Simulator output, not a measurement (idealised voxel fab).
A process module follows: voxel self aligned contacts.
Xsec cut, 255 nm wide, square cell size 5 nm.
Bands, listed from the top down, are how a cross-section gets written in this document; the cross-section itself is a grid of square cells, and a band is one or more rows of them.
Top, bottom (nm), then materials left to right with widths (nm); lone material tagged "full width" fills the whole band edge to edge; "blank" = empty space.
Heads up on the height convention: 0 is the point under which the incoming wafer is all one material, and the lowest band has no bottom, it just keeps going down, like "0 -> down".
Width "30 to 40": first value at the band's top row of cells, second value at its bottom row, equal change from row to row.
"nothing got changed" -> step changed no cross-section cell.
Each empty space that has no open way to the top and spans at least 8 cells appears under "Closed void list" as width x height at distance, the distance counted from the left edge, all in nm.
Heads up: the bit after the settings on a step's line is the simulator's remark on that step.
If you see "overlay nm" on a step's line and that step has a mask, it's telling you how far right of where it was planned the mask ended up; a negative number means it went left instead.

## The process steps that were planned are listed below
1,op RECEIVE | material Si
2,op OXIDIZE | depth nm 5
3,op DIRECTIONAL_DEP | material polySi | thk nm 20
4,op DIRECTIONAL_DEP | material SiN | thk nm 20
5,op DIRECTIONAL_DEP | material aC | thk nm 10
6,op PATTERN | tone cover | mask id GATE | material resist | width nm 35 | pitch nm 60 | thk nm 30 | overlay nm 0
7,op DIRECTIONAL_ETCH | etch materials aC | depth nm 10
8,op STRIP | etch materials resist
9,op DIRECTIONAL_ETCH | etch materials SiN | depth nm 20
10,op DIRECTIONAL_ETCH | etch materials polySi | depth nm 20
11,op STRIP | etch materials aC
12,op CONFORMAL_DEP | material SiN | thk nm 5
13,op DIRECTIONAL_ETCH | etch materials SiN | depth nm 5
14,op FILL_DEP | material SiO2 | thk nm 15
15,op CMP | height nm 45
16,op DIRECTIONAL_DEP | material aC | thk nm 10
17,op PATTERN | tone open | mask id CONTACT | material resist | width nm 35 | pitch nm 60 | thk nm 25 | overlay nm 0
18,op DIRECTIONAL_ETCH | etch materials aC | depth nm 10
19,op STRIP | etch materials resist
20,op DIRECTIONAL_ETCH | etch materials SiO2 | depth nm 50
21,op STRIP | etch materials aC
22,op CONFORMAL_DEP | material TiN | thk nm 5
23,op FILL_DEP | material W | thk nm 10
24,op CMP | height nm 45
25,op CONFORMAL_DEP | material SiCN | thk nm 5

## Cross-section of the wafer at receipt, which is the condition after step 1
> 0 -> down: Si full width
> Closed void list: none

## Post-module cross-section: identical start and plan to those above, one misstep in execution
> 50 -> 45: SiCN full width
> 45 -> 40: SiO2: 80 | aC: 15 | W: 5 | aC: 15 | SiO2: 25 | aC: 15 | W: 5 | aC: 15 | SiO2: 80
> 40 -> 20: SiO2: 45 | SiN: 45 | aC: 5 | W: 5 | aC: 5 | SiN: 45 | aC: 5 | W: 5 | aC: 5 | SiN: 45 | SiO2: 45
> 20 -> 0: SiO2: 45 | SiN: 5 | polySi: 35 | SiN: 5 | aC: 5 | W: 5 | aC: 5 | SiN: 5 | polySi: 35 | SiN: 5 | aC: 5 | W: 5 | aC: 5 | SiN: 5 | polySi: 35 | SiN: 5 | SiO2: 45
> 0 -> -5: SiO2: 90 | aC: 15 | SiO2: 45 | aC: 15 | SiO2: 90
> -5 -> down: Si full width
> Closed void list: none
Finding, execution versus plan: rather than as planned, step 22 actually ran as op CONFORMAL_DEP | material aC | thk nm 5
